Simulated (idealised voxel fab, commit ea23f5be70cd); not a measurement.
Process module name: voxel wiring stack
In the cross-section labelled cut, the width is 180 nm and each square cell is 5 nm.
Heads up, the way a cross-section reads in here is a grid of square cells, handed over as bands from the top down, with every band being one or more rows of cells.
It is stipulated that each band's entry specify, in nanometres, the height of the top of the band and then that of its bottom, followed by the materials of the band in left-to-right sequence, each together with its width in nanometres. A single material marked by the word "everywhere" is understood to fill the band from edge to edge; the word "empty" is understood to denote empty space.
Note: height 0 marks the level under which the wafer is uniformly one material as received. Lowest band unbounded below, written "top 0, no bottom".
Width spec "30 to 40" -> top row of cells at first value, bottom row at second value, equal per-row change in between.
When a step is marked "no change occurred", none of the cells in the cross-section changed during that step.
So "Sealed void list" is basically the list of trapped voids: any empty space of 8 cells or more that can't reach the top through an opening. They're written width x height at distance, the distance being from the left edge, and it's all nm.
Read whatever lies past the settings on a step's line as the simulator's own remark about the step.
overlay nm: on a step with a mask, how far right of its planned place the mask lay; negative means left.
## So here's the lineup of process steps we planned
| 1 | RECEIVE, material Si |
| 2 | CONFORMAL_DEP, material SiO2, thk nm 15 |
| 3 | DIRECTIONAL_DEP, material TiN, thk nm 5 |
| 4 | DIRECTIONAL_DEP, material W, thk nm 20 |
| 5 | DIRECTIONAL_DEP, material aC, thk nm 15 |
| 6 | PATTERN, tone cover, mask id METAL_1, material resist, width nm 30, pitch nm 50, thk nm 30, overlay nm 0 |
| 7 | DIRECTIONAL_ETCH, etch materials aC, depth nm 15 |
| 8 | STRIP, etch materials resist |
| 9 | DIRECTIONAL_ETCH, etch materials W, depth nm 20 |
| 10 | DIRECTIONAL_ETCH, etch materials TiN, depth nm 5 |
| 11 | STRIP, etch materials aC |
| 12 | CONFORMAL_DEP, material SiCN, thk nm 5 |
| 13 | FILL_DEP, material lowk, thk nm 10 |
| 14 | CMP, height nm 40 |
| 15 | CONFORMAL_DEP, material SiCN, thk nm 5 |
| 16 | DIRECTIONAL_DEP, material lowk, thk nm 30 |
| 17 | DIRECTIONAL_DEP, material aC, thk nm 15 |
| 18 | PATTERN, tone open, mask id METAL_2_HOLES, material resist, width nm 15, pitch nm 50, thk nm 35, overlay nm 0 |
| 19 | DIRECTIONAL_ETCH, etch materials aC, depth nm 15 |
| 20 | STRIP, etch materials resist |
| 21 | DIRECTIONAL_ETCH, etch materials lowk, depth nm 30 |
| 22 | STRIP, etch materials aC |
| 23 | MASKED_ETCH, tone open, mask id METAL_2, width nm 30, pitch nm 50, etch materials lowk, depth nm 15, overlay nm 0 |
| 24 | MASKED_ETCH, tone open, mask id METAL_2, width nm 30, pitch nm 50, etch materials SiCN, depth nm 5, overlay nm 0 |
| 25 | CONFORMAL_DEP, material TiN, thk nm 5 |
| 26 | FILL_DEP, material Cu, thk nm 5 |
| 27 | CMP, height nm 75 |
| 28 | CONFORMAL_DEP, material SiCN, thk nm 5 |
| 29 | DIRECTIONAL_DEP, material SiO2, thk nm 20 |
| 30 | DIRECTIONAL_DEP, material aC, thk nm 15 |
| 31 | PATTERN, tone open, mask id PLUG_2, material resist, width nm 15, pitch nm 100, thk nm 30, overlay nm -10 |
| 32 | DIRECTIONAL_ETCH, etch materials aC, depth nm 15 |
| 33 | STRIP, etch materials resist |
| 34 | DIRECTIONAL_ETCH, etch materials SiO2, depth nm 20 |
| 35 | DIRECTIONAL_ETCH, etch materials SiCN, depth nm 5 |
| 36 | STRIP, etch materials aC |
| 37 | CONFORMAL_DEP, material TiN, thk nm 5 |
| 38 | FILL_DEP, material W, thk nm 10 |
| 39 | CMP, height nm 100 |
| 40 | CONFORMAL_DEP, material SiN, thk nm 5 |
| 41 | DIRECTIONAL_DEP, material SiO2, thk nm 25 |
| 42 | DIRECTIONAL_DEP, material aC, thk nm 10 |
| 43 | PATTERN, tone open, mask id METAL_3, material resist, width nm 30, pitch nm 50, thk nm 25, overlay nm 0 |
| 44 | DIRECTIONAL_ETCH, etch materials aC, depth nm 10 |
| 45 | STRIP, etch materials resist |
| 46 | DIRECTIONAL_ETCH, etch materials SiO2, depth nm 25 |
| 47 | DIRECTIONAL_ETCH, etch materials SiN, depth nm 5 |
| 48 | STRIP, etch materials aC |
| 49 | CONFORMAL_DEP, material TiN, thk nm 5 |
| 50 | FILL_DEP, material Cu, thk nm 5 |
| 51 | CMP, height nm 130 |
| 52 | EPI, material Ru, thk nm 5 |
| 53 | FILL_DEP, material SiCN, thk nm 5 |
| 54 | DIRECTIONAL_DEP, material SiO2, thk nm 15 |
| 55 | MASKED_ETCH, tone open, mask id PLUG_3, width nm 15, pitch nm 50, etch materials SiO2, depth nm 15, overlay nm 0 |
| 56 | MASKED_ETCH, tone open, mask id PLUG_3, width nm 15, pitch nm 50, etch materials SiCN, depth nm 5, overlay nm 0 |
| 57 | CONFORMAL_DEP, material TiN, thk nm 5 |
| 58 | FILL_DEP, material Cu, thk nm 10 |
| 59 | CMP, height nm 155 |
| 60 | CONFORMAL_DEP, material SiN, thk nm 5 |
| 61 | DIRECTIONAL_DEP, material lowk, thk nm 20 |
| 62 | PATTERN, tone open, mask id METAL_4, material resist, width nm 30, pitch nm 50, thk nm 15, overlay nm 0 |
| 63 | DIRECTIONAL_ETCH, etch materials lowk, depth nm 20 |
| 64 | DIRECTIONAL_ETCH, etch materials SiN, depth nm 5 |
| 65 | STRIP, etch materials resist |
| 66 | CONFORMAL_DEP, material TiN, thk nm 5 |
| 67 | FILL_DEP, material W, thk nm 10 |
| 68 | CMP, height nm 180 |
| 69 | CONFORMAL_DEP, material SiCN, thk nm 5 |
The wafers in this document start out alike and differ in the overlay nm applied at step 31; the plan shows the value used for the first wafer.
## The first of several wafers, as received after step 1, seen in section
    top 0, no bottom = Si everywhere
    Sealed void list: none
## Below: a row per wafer. Contents at end of module: for every material, cells gained since receipt (+) or lost since receipt (-); then closed voids
overlay nm -10; +105 Cu; +24 Ru; +174 SiCN; +36 SiN; +399 SiO2; +211 TiN; +128 W; +255 lowk; Sealed void list: none
overlay nm -5; +105 Cu; +24 Ru; +174 SiCN; +36 SiN; +399 SiO2; +211 TiN; +128 W; +255 lowk; Sealed void list: none
overlay nm 0; +105 Cu; +24 Ru; +174 SiCN; +36 SiN; +399 SiO2; +211 TiN; +128 W; +255 lowk; Sealed void list: none
overlay nm 5; +105 Cu; +24 Ru; +174 SiCN; +36 SiN; +399 SiO2; +211 TiN; +128 W; +255 lowk; Sealed void list: none
overlay nm 10; +105 Cu; +24 Ru; +174 SiCN; +36 SiN; +399 SiO2; +211 TiN; +128 W; +255 lowk; Sealed void list: none
overlay nm 15; +105 Cu; +24 Ru; +174 SiCN; +36 SiN; +399 SiO2; +211 TiN; +128 W; +255 lowk; Sealed void list: none
